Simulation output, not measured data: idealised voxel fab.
process module | voxel air gaps
cross-section cut | 280 nm wide | cells 5 nm
A cross-section is a grid of square cells, given in bands from the top down. A band is one or more rows of cells.
Each band's line starts with the height of the band's top and of its bottom, in nm. Then come its materials from left to right, each with its width in nm. One material with "throughout" fills the band from edge to edge. "air" is empty space.
Height 0 is the level under which the wafer as received is all one material. The lowest band goes on downwards, as in "0 down".
A width such as "30 to 40" changes by the same amount from each row of cells to the next, from the band's top row to its bottom row.
"no change" after a step means that no cell of the cross-section changed.
closed voids: empty space of 8 cells or more with no open way to the top, each as width x height at its distance from the left edge, in nm
after a step's settings: what the simulator itself notes on the step
overlay nm, on a step with a mask: how far to the right of its planned place the mask lay; to the left if negative
plan
1 op RECEIVE | material Si
2 op CONFORMAL_DEP | material SiO2 | thk nm 15
3 op CONFORMAL_DEP | material SiCN | thk nm 5
4 op DIRECTIONAL_DEP | material lowk | thk nm 30
5 op DIRECTIONAL_DEP | material aC | thk nm 15
6 op PATTERN | tone open | mask id LINES | material resist | width nm 20 | pitch nm 50 | thk nm 30 | overlay nm 0
7 op DIRECTIONAL_ETCH | etch materials aC | depth nm 15
8 op STRIP | etch materials resist
9 op DIRECTIONAL_ETCH | etch materials lowk | depth nm 30
10 op STRIP | etch materials aC
11 op CONFORMAL_DEP | material TiN | thk nm 5
12 op FILL_DEP | material Cu | thk nm 5
13 op CMP | height nm 50
14 op EPI | material Ru | thk nm 10
15 op SELECTIVE_ETCH | etch materials lowk | depth nm 40
16 op CONFORMAL_DEP | material SiCN | thk nm 5
first wafer, as planned
as received, after step 1
  0 down: Si throughout
  closed voids: none
after step 2
  15 to 0: SiO2 throughout
  below 0: unchanged
after step 3
  20 to 15: SiCN throughout
  below 15: unchanged
after step 4
  50 to 20: lowk throughout
  below 20: unchanged
after step 5
  65 to 50: aC throughout
  below 50: unchanged
after step 6
  95 to 65: resist 55 | air 20 | resist 30 | air 20 | resist 30 | air 20 | resist 30 | air 20 | resist 55
  below 65: unchanged
after step 7
  80 to 65: resist 55 | air 20 | resist 30 | air 20 | resist 30 | air 20 | resist 30 | air 20 | resist 55
  65 to 50: aC 55 | air 20 | aC 30 | air 20 | aC 30 | air 20 | aC 30 | air 20 | aC 55
  below 50: unchanged
after step 8
  65 to 50: aC 55 | air 20 | aC 30 | air 20 | aC 30 | air 20 | aC 30 | air 20 | aC 55
  below 50: unchanged
after step 9
  65 to 50: aC 55 | air 20 | aC 30 | air 20 | aC 30 | air 20 | aC 30 | air 20 | aC 55
  50 to 20: lowk 55 | air 20 | lowk 30 | air 20 | lowk 30 | air 20 | lowk 30 | air 20 | lowk 55
  below 20: unchanged
after step 10
  50 to 20: lowk 55 | air 20 | lowk 30 | air 20 | lowk 30 | air 20 | lowk 30 | air 20 | lowk 55
  below 20: unchanged
after step 11
  55 to 50: TiN 60 | air 10 | TiN 40 | air 10 | TiN 40 | air 10 | TiN 40 | air 10 | TiN 60
  50 to 25: lowk 55 | TiN 5 | air 10 | TiN 5 | lowk 30 | TiN 5 | air 10 | TiN 5 | lowk 30 | TiN 5 | air 10 | TiN 5 | lowk 30 | TiN 5 | air 10 | TiN 5 | lowk 55
  25 to 20: lowk 55 | TiN 20 | lowk 30 | TiN 20 | lowk 30 | TiN 20 | lowk 30 | TiN 20 | lowk 55
  below 20: unchanged
after step 12
  60 to 55: Cu throughout
  55 to 50: TiN 60 | Cu 10 | TiN 40 | Cu 10 | TiN 40 | Cu 10 | TiN 40 | Cu 10 | TiN 60
  50 to 25: lowk 55 | TiN 5 | Cu 10 | TiN 5 | lowk 30 | TiN 5 | Cu 10 | TiN 5 | lowk 30 | TiN 5 | Cu 10 | TiN 5 | lowk 30 | TiN 5 | Cu 10 | TiN 5 | lowk 55
  below 25: unchanged
after step 13
  50 to 25: lowk 55 | TiN 5 | Cu 10 | TiN 5 | lowk 30 | TiN 5 | Cu 10 | TiN 5 | lowk 30 | TiN 5 | Cu 10 | TiN 5 | lowk 30 | TiN 5 | Cu 10 | TiN 5 | lowk 55
  below 25: unchanged
after step 14
  60 to 50: air 45 | Ru 40 | air 10 | Ru 40 | air 10 | Ru 40 | air 10 | Ru 40 | air 45
  below 50: unchanged
after step 15
  60 to 50: air 45 | Ru 40 | air 10 | Ru 40 | air 10 | Ru 40 | air 10 | Ru 40 | air 45
  50 to 25: air 55 | TiN 5 | Cu 10 | TiN 5 | air 30 | TiN 5 | Cu 10 | TiN 5 | air 30 | TiN 5 | Cu 10 | TiN 5 | air 30 | TiN 5 | Cu 10 | TiN 5 | air 55
  25 to 20: air 55 | TiN 20 | air 30 | TiN 20 | air 30 | TiN 20 | air 30 | TiN 20 | air 55
  below 20: unchanged
after step 16
  65 to 60: air 40 | SiCN 200 | air 40
  60 to 50: air 40 | SiCN 5 | Ru 40 | SiCN 10 | Ru 40 | SiCN 10 | Ru 40 | SiCN 10 | Ru 40 | SiCN 5 | air 40
  50 to 45: air 40 | SiCN 15 | TiN 5 | Cu 10 | TiN 5 | SiCN 30 | TiN 5 | Cu 10 | TiN 5 | SiCN 30 | TiN 5 | Cu 10 | TiN 5 | SiCN 30 | TiN 5 | Cu 10 | TiN 5 | SiCN 15 | air 40
  45 to 25: air 50 | SiCN 5 | TiN 5 | Cu 10 | TiN 5 | SiCN 5 | air 20 | SiCN 5 | TiN 5 | Cu 10 | TiN 5 | SiCN 5 | air 20 | SiCN 5 | TiN 5 | Cu 10 | TiN 5 | SiCN 5 | air 20 | SiCN 5 | TiN 5 | Cu 10 | TiN 5 | SiCN 5 | air 50
  25 to 20: SiCN 55 | TiN 20 | SiCN 30 | TiN 20 | SiCN 30 | TiN 20 | SiCN 30 | TiN 20 | SiCN 55
  below 20: unchanged
  closed voids: 20 x 20 at 80; 20 x 20 at 130; 20 x 20 at 180
second wafer: like start, like plan, one mistake. Through step 13 it matches the first wafer
when step 14 should have ended
  70 to 50: air 35 | Ru 210 | air 35
  below 50: unchanged
when step 15 should have ended
  70 to 50: air 35 | Ru 210 | air 35
  50 to 25: air 55 | TiN 5 | Cu 10 | TiN 5 | lowk 30 | TiN 5 | Cu 10 | TiN 5 | lowk 30 | TiN 5 | Cu 10 | TiN 5 | lowk 30 | TiN 5 | Cu 10 | TiN 5 | air 55
  25 to 20: air 55 | TiN 20 | lowk 30 | TiN 20 | lowk 30 | TiN 20 | lowk 30 | TiN 20 | air 55
  below 20: unchanged
when step 16 should have ended
  75 to 70: air 30 | SiCN 220 | air 30
  70 to 50: air 30 | SiCN 5 | Ru 210 | SiCN 5 | air 30
  50 to 45: air 30 | SiCN 25 | TiN 5 | Cu 10 | TiN 5 | lowk 30 | TiN 5 | Cu 10 | TiN 5 | lowk 30 | TiN 5 | Cu 10 | TiN 5 | lowk 30 | TiN 5 | Cu 10 | TiN 5 | SiCN 25 | air 30
  45 to 25: air 50 | SiCN 5 | TiN 5 | Cu 10 | TiN 5 | lowk 30 | TiN 5 | Cu 10 | TiN 5 | lowk 30 | TiN 5 | Cu 10 | TiN 5 | lowk 30 | TiN 5 | Cu 10 | TiN 5 | SiCN 5 | air 50
  25 to 20: SiCN 55 | TiN 20 | lowk 30 | TiN 20 | lowk 30 | TiN 20 | lowk 30 | TiN 20 | SiCN 55
  below 20: unchanged
what went wrong: step 14 was run twice
at the end the second wafer has, in cells: 104 more of Ru | 60 fewer of SiCN | 108 more of lowk
closed voids at the end (first wafer, second wafer): 3, 0
